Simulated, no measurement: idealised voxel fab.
process module | voxel capacitor over wiring
The cross-section shown here is cut; it is 220 nm wide and divided into square cells measuring 5 nm on a side.
Think of the cross-section as a grid of square cells. We describe it in bands, top to bottom, and each band covers one or more rows of those cells.
Look at the band entry: it leads with the top's height and the bottom's height in nm. Then it lists the materials left to right, with a width in nm for each. The word "everywhere" on a single material says that material fills the band edge to edge. The word "blank" is empty space.
Below 0: as-received wafer, all one material; heights counted from there. Lowest band: no bottom, goes on down, written "top 0, no bottom".
A two-number width, for instance "30..40", indicates that the width is equal to the first number in the top row of the band and to the second number in the bottom row, and that it changes by a constant amount per row of cells.
For the purposes of this document, the phrase "nothing altered" attached to a step denotes that no cell within the cross-section was modified by that step.
Under "Sealed voids" you'll find the enclosed gaps, the ones with no way out to the top, that are 8 cells or bigger; each reads width x height at distance, with distance counted from the left edge, everything in nm.
Read whatever lies past the settings on a step's line as the simulator's own remark about the step.
overlay nm: mask offset rightward from planned place, masked step; negative means leftward offset.

-- These are the steps we planned for the process
1. RECEIVE with material Si
2. CONFORMAL_DEP with material SiO2, thk nm 10
3. DIRECTIONAL_DEP with material TiN, thk nm 5
4. DIRECTIONAL_DEP with material W, thk nm 15
5. DIRECTIONAL_DEP with material aC, thk nm 10
6. PATTERN with tone cover, mask id METAL_1, material resist, width nm 20, pitch nm 70, thk nm 30, overlay nm 0
7. DIRECTIONAL_ETCH with etch materials aC, depth nm 10
8. STRIP with etch materials resist
9. DIRECTIONAL_ETCH with etch materials W, depth nm 15
10. DIRECTIONAL_ETCH with etch materials TiN, depth nm 5
11. STRIP with etch materials aC
12. CONFORMAL_DEP with material SiCN, thk nm 5
13. FILL_DEP with material SiO2, thk nm 5
14. CMP with height nm 30
15. CONFORMAL_DEP with material SiCN, thk nm 5
16. DIRECTIONAL_DEP with material SiO2, thk nm 15
17. MASKED_ETCH with tone open, mask id PLUG_1, width nm 15, etch materials SiO2, depth nm 15, overlay nm 0
18. MASKED_ETCH with tone open, mask id PLUG_1, width nm 15, etch materials SiCN, depth nm 5, overlay nm 0
19. CONFORMAL_DEP with material TiN, thk nm 5
20. FILL_DEP with material Ru, thk nm 5
21. CMP with height nm 50
22. DIRECTIONAL_DEP with material TiN, thk nm 10
23. DIRECTIONAL_DEP with material HfO2, thk nm 5
24. DIRECTIONAL_DEP with material TiN, thk nm 5
25. PATTERN with tone cover, mask id UPPER_PLATE, material resist, width nm 55, thk nm 15, overlay nm 0
26. DIRECTIONAL_ETCH with etch materials TiN, depth nm 5
27. DIRECTIONAL_ETCH with etch materials HfO2, depth nm 5
28. STRIP with etch materials resist
29. DIRECTIONAL_DEP with material aC, thk nm 10
30. PATTERN with tone cover, mask id LOWER_PLATE, material resist, width nm 65, thk nm 25, overlay nm 0
31. DIRECTIONAL_ETCH with etch materials aC, depth nm 10
32. STRIP with etch materials resist
33. DIRECTIONAL_ETCH with etch materials TiN, depth nm 10
34. STRIP with etch materials aC
35. FILL_DEP with material SiO2, thk nm 15
36. CMP with height nm 80
37. PATTERN with tone open, mask id PLUG_2, material resist, width nm 15, thk nm 20, overlay nm 0
38. DIRECTIONAL_ETCH with etch materials SiO2, depth nm 10
39. STRIP with etch materials resist
40. CONFORMAL_DEP with material TiN, thk nm 5
41. FILL_DEP with material Ru, thk nm 10
42. CMP with height nm 80
43. CONFORMAL_DEP with material SiN, thk nm 5

-- As-received wafer cross-section (after step 1)
> top 0, no bottom  Si everywhere
> Sealed voids: none

-- Result of the module, cross-sectioned: start per above, plan per above, one error in how it was run
> top 85, bottom 80  SiN everywhere
> top 80, bottom 75  SiO2=80, TiN=5, Ru=5, TiN=5, SiO2=125
> top 75, bottom 65  SiO2=80..70, TiN=15..55, SiO2=125..95
> top 65, bottom 60  SiO2=70, HfO2=55, SiO2=95
> top 60, bottom 50  SiO2=65, TiN=65, SiO2=90
> top 50, bottom 40  SiO2=65, TiN=5, Ru=5, TiN=5, SiO2=140
> top 40, bottom 35  SiO2=65, TiN=15, SiO2=140
> top 35, bottom 30  SiCN=70, TiN=10, SiCN=140
> top 30, bottom 15  SiO2=60, SiCN=5, W=20, SiCN=5, SiO2=40, SiCN=5, W=20, SiCN=5, SiO2=60
> top 15, bottom 10  SiCN=65, TiN=20, SiCN=50, TiN=20, SiCN=65
> top 10, bottom 0  SiO2 everywhere
> top 0, no bottom  Si everywhere
> Sealed voids: none
Processing error: note that step 17 departed from the planned setting and was carried out as MASKED_ETCH with tone open, mask id PLUG_1, width nm 15, etch materials SiO2, depth nm 15, overlay nm -5
